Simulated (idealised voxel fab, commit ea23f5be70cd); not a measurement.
The name of this process module is voxel double patterning.
Section cut is 210 nm wide and gridded with 5 nm square cells.
In what follows, cross-sections appear as grids of square cells, described through bands that run from the top down, where every band is one or more rows of cells.
Heights first: top, then bottom, in nm. Then materials, left to right, each with a width in nm. "all across" on a single material: fills the band edge to edge. "blank": empty space.
Heads up on the height convention: 0 is the point under which the incoming wafer is all one material, and the lowest band has no bottom, it just keeps going down, like "0 -> down".
So if you see something like "30 to 40" for the width, read it as the top row of the band sitting at the first number and the bottom row at the second, with every row in between moving by the same amount as the last.
Where the words "remained unchanged" appear for a step, the cross-section shows no cell changed by that step; every cell remained as before.
Voids not open to the top, 8 cells minimum: see "Voids lacking openings". Written width x height at distance; distance is from the left edge; nm.
Where a step's line continues beyond its settings, the continuation is a remark by the simulator itself on that step.
You can add "overlay nm" to a step's line. For a step with a mask, it describes how far the mask lay to the right of its planned position, and a negative number describes a lay to the left.

# These are the steps we planned for the process
1) RECEIVE: material Si
2) CONFORMAL_DEP: material SiO2, thk nm 5
3) DIRECTIONAL_DEP: material W, thk nm 20
4) DIRECTIONAL_DEP: material SiN, thk nm 10
5) DIRECTIONAL_DEP: material aC, thk nm 10
6) PATTERN: tone open, mask id FIRST, material resist, width nm 15, pitch nm 50, thk nm 30, overlay nm 0
7) DIRECTIONAL_ETCH: etch materials aC, depth nm 10
8) STRIP: etch materials resist
9) DIRECTIONAL_ETCH: etch materials SiN, depth nm 10
10) STRIP: etch materials aC
11) DIRECTIONAL_DEP: material aC, thk nm 15
12) PATTERN: tone open, mask id SECOND, material resist, width nm 15, thk nm 35, overlay nm 0
13) DIRECTIONAL_ETCH: etch materials aC, depth nm 15
14) STRIP: etch materials resist
15) DIRECTIONAL_ETCH: etch materials SiN, depth nm 10
16) STRIP: etch materials aC
17) DIRECTIONAL_ETCH: etch materials W, depth nm 20
18) STRIP: etch materials SiN

# On the first of the two wafers: run conducted according to plan

# Cross-sectional view of the wafer in its as-received condition, corresponding to the state after step 1
* 0 -> down  Si all across
* Voids lacking openings: none

# Once step 2 is through, the wafer looks like this in cross-section
* 5 -> 0  SiO2 all across
* At heights below 0, the structure remains unaltered.

# Once step 3 is through, the wafer looks like this in cross-section
* 25 -> 5  W all across
* At heights below 5, the structure remains unaltered.

# Once step 4 is through, the wafer looks like this in cross-section
* 35 -> 25  SiN all across
* At heights below 25, the structure remains unaltered.

# Once step 5 is through, the wafer looks like this in cross-section
* 45 -> 35  aC all across
* At heights below 35, the structure remains unaltered.

# Once step 6 is through, the wafer looks like this in cross-section
* 75 -> 45  resist 70 nm, blank 15 nm, resist 35 nm, blank 15 nm, resist 75 nm
* At heights below 45, the structure remains unaltered.

# Once step 7 is through, the wafer looks like this in cross-section
* 65 -> 45  resist 70 nm, blank 15 nm, resist 35 nm, blank 15 nm, resist 75 nm
* 45 -> 35  aC 70 nm, blank 15 nm, aC 35 nm, blank 15 nm, aC 75 nm
* At heights below 35, the structure remains unaltered.

# Once step 8 is through, the wafer looks like this in cross-section
* 45 -> 35  aC 70 nm, blank 15 nm, aC 35 nm, blank 15 nm, aC 75 nm
* At heights below 35, the structure remains unaltered.

# Once step 9 is through, the wafer looks like this in cross-section
* 45 -> 35  aC 70 nm, blank 15 nm, aC 35 nm, blank 15 nm, aC 75 nm
* 35 -> 25  SiN 70 nm, blank 15 nm, SiN 35 nm, blank 15 nm, SiN 75 nm
* At heights below 25, the structure remains unaltered.

# Once step 10 is through, the wafer looks like this in cross-section
* 35 -> 25  SiN 70 nm, blank 15 nm, SiN 35 nm, blank 15 nm, SiN 75 nm
* At heights below 25, the structure remains unaltered.

# Once step 11 is through, the wafer looks like this in cross-section
* 50 -> 40  aC 70 nm, blank 15 nm, aC 35 nm, blank 15 nm, aC 75 nm
* 40 -> 35  aC all across
* 35 -> 25  SiN 70 nm, aC 15 nm, SiN 35 nm, aC 15 nm, SiN 75 nm
* At heights below 25, the structure remains unaltered.

# Once step 12 is through, the wafer looks like this in cross-section
* 85 -> 50  resist 95 nm, blank 15 nm, resist 100 nm
* 50 -> 40  aC 70 nm, resist 15 nm, aC 35 nm, resist 15 nm, aC 75 nm
* At heights below 40, the structure remains unaltered.

# Once step 13 is through, the wafer looks like this in cross-section
* 70 -> 50  resist 95 nm, blank 15 nm, resist 100 nm
* 50 -> 40  aC 70 nm, resist 15 nm, aC 10 nm, blank 15 nm, aC 10 nm, resist 15 nm, aC 75 nm
* 40 -> 35  aC 95 nm, blank 15 nm, aC 100 nm
* At heights below 35, the structure remains unaltered.

# Once step 14 is through, the wafer looks like this in cross-section
* 50 -> 40  aC 70 nm, blank 15 nm, aC 10 nm, blank 15 nm, aC 10 nm, blank 15 nm, aC 75 nm
* At heights below 40, the structure remains unaltered.

# Once step 15 is through, the wafer looks like this in cross-section
* 50 -> 40  aC 70 nm, blank 15 nm, aC 10 nm, blank 15 nm, aC 10 nm, blank 15 nm, aC 75 nm
* 40 -> 35  aC 95 nm, blank 15 nm, aC 100 nm
* 35 -> 25  SiN 70 nm, aC 15 nm, SiN 10 nm, blank 15 nm, SiN 10 nm, aC 15 nm, SiN 75 nm
* At heights below 25, the structure remains unaltered.

# Once step 16 is through, the wafer looks like this in cross-section
* 35 -> 25  SiN 70 nm, blank 15 nm, SiN 10 nm, blank 15 nm, SiN 10 nm, blank 15 nm, SiN 75 nm
* At heights below 25, the structure remains unaltered.

# Once step 17 is through, the wafer looks like this in cross-section
* 35 -> 25  SiN 70 nm, blank 15 nm, SiN 10 nm, blank 15 nm, SiN 10 nm, blank 15 nm, SiN 75 nm
* 25 -> 5  W 70 nm, blank 15 nm, W 10 nm, blank 15 nm, W 10 nm, blank 15 nm, W 75 nm
* At heights below 5, the structure remains unaltered.

# Once step 18 is through, the wafer looks like this in cross-section
* 25 -> 5  W 70 nm, blank 15 nm, W 10 nm, blank 15 nm, W 10 nm, blank 15 nm, W 75 nm
* At heights below 5, the structure remains unaltered.

# The second wafer was prepared from the same starting point and under the same plan as the first; its processing contained one mistake, and it remains indistinguishable from the first wafer up to and including step 1

# Second wafer, cross-section, planned end of step 2
* 20 -> 0  W all across
* At heights below 0, the structure remains unaltered.

# Second wafer, cross-section, planned end of step 3
* 25 -> 20  SiO2 all across
* At heights below 20, the structure remains unaltered.

# Second wafer, cross-section, planned end of step 4
* 35 -> 25  SiN all across
* At heights below 25, the structure remains unaltered.

# Second wafer, cross-section, planned end of step 5
* 45 -> 35  aC all across
* At heights below 35, the structure remains unaltered.

# Second wafer, cross-section, planned end of step 6
* 75 -> 45  resist 70 nm, blank 15 nm, resist 35 nm, blank 15 nm, resist 75 nm
* At heights below 45, the structure remains unaltered.

# Second wafer, cross-section, planned end of step 7
* 65 -> 45  resist 70 nm, blank 15 nm, resist 35 nm, blank 15 nm, resist 75 nm
* 45 -> 35  aC 70 nm, blank 15 nm, aC 35 nm, blank 15 nm, aC 75 nm
* At heights below 35, the structure remains unaltered.

# Second wafer, cross-section, planned end of step 8
* 45 -> 35  aC 70 nm, blank 15 nm, aC 35 nm, blank 15 nm, aC 75 nm
* At heights below 35, the structure remains unaltered.

# Second wafer, cross-section, planned end of step 9
* 45 -> 35  aC 70 nm, blank 15 nm, aC 35 nm, blank 15 nm, aC 75 nm
* 35 -> 25  SiN 70 nm, blank 15 nm, SiN 35 nm, blank 15 nm, SiN 75 nm
* At heights below 25, the structure remains unaltered.

# Second wafer, cross-section, planned end of step 10
* 35 -> 25  SiN 70 nm, blank 15 nm, SiN 35 nm, blank 15 nm, SiN 75 nm
* At heights below 25, the structure remains unaltered.

# Second wafer, cross-section, planned end of step 11
* 50 -> 40  aC 70 nm, blank 15 nm, aC 35 nm, blank 15 nm, aC 75 nm
* 40 -> 35  aC all across
* 35 -> 25  SiN 70 nm, aC 15 nm, SiN 35 nm, aC 15 nm, SiN 75 nm
* At heights below 25, the structure remains unaltered.

# Second wafer, cross-section, planned end of step 12
* 85 -> 50  resist 95 nm, blank 15 nm, resist 100 nm
* 50 -> 40  aC 70 nm, resist 15 nm, aC 35 nm, resist 15 nm, aC 75 nm
* At heights below 40, the structure remains unaltered.

# Second wafer, cross-section, planned end of step 13
* 70 -> 50  resist 95 nm, blank 15 nm, resist 100 nm
* 50 -> 40  aC 70 nm, resist 15 nm, aC 10 nm, blank 15 nm, aC 10 nm, resist 15 nm, aC 75 nm
* 40 -> 35  aC 95 nm, blank 15 nm, aC 100 nm
* At heights below 35, the structure remains unaltered.

# Second wafer, cross-section, planned end of step 14
* 50 -> 40  aC 70 nm, blank 15 nm, aC 10 nm, blank 15 nm, aC 10 nm, blank 15 nm, aC 75 nm
* At heights below 40, the structure remains unaltered.

# Second wafer, cross-section, planned end of step 15
* 50 -> 40  aC 70 nm, blank 15 nm, aC 10 nm, blank 15 nm, aC 10 nm, blank 15 nm, aC 75 nm
* 40 -> 35  aC 95 nm, blank 15 nm, aC 100 nm
* 35 -> 25  SiN 70 nm, aC 15 nm, SiN 10 nm, blank 15 nm, SiN 10 nm, aC 15 nm, SiN 75 nm
* At heights below 25, the structure remains unaltered.

# Second wafer, cross-section, planned end of step 16
* 35 -> 25  SiN 70 nm, blank 15 nm, SiN 10 nm, blank 15 nm, SiN 10 nm, blank 15 nm, SiN 75 nm
* At heights below 25, the structure remains unaltered.

Second wafer, cross-section, planned end of step 17: remained unchanged

# Second wafer, cross-section, planned end of step 18
* 25 -> 20  SiO2 all across
* At heights below 20, the structure remains unaltered.
So what did we get wrong on this run? steps 2 and 3 swapped
Upon completion, the second wafer contains, in terms of cells, a greater or smaller amount of certain materials than the first wafer: 36 more of W
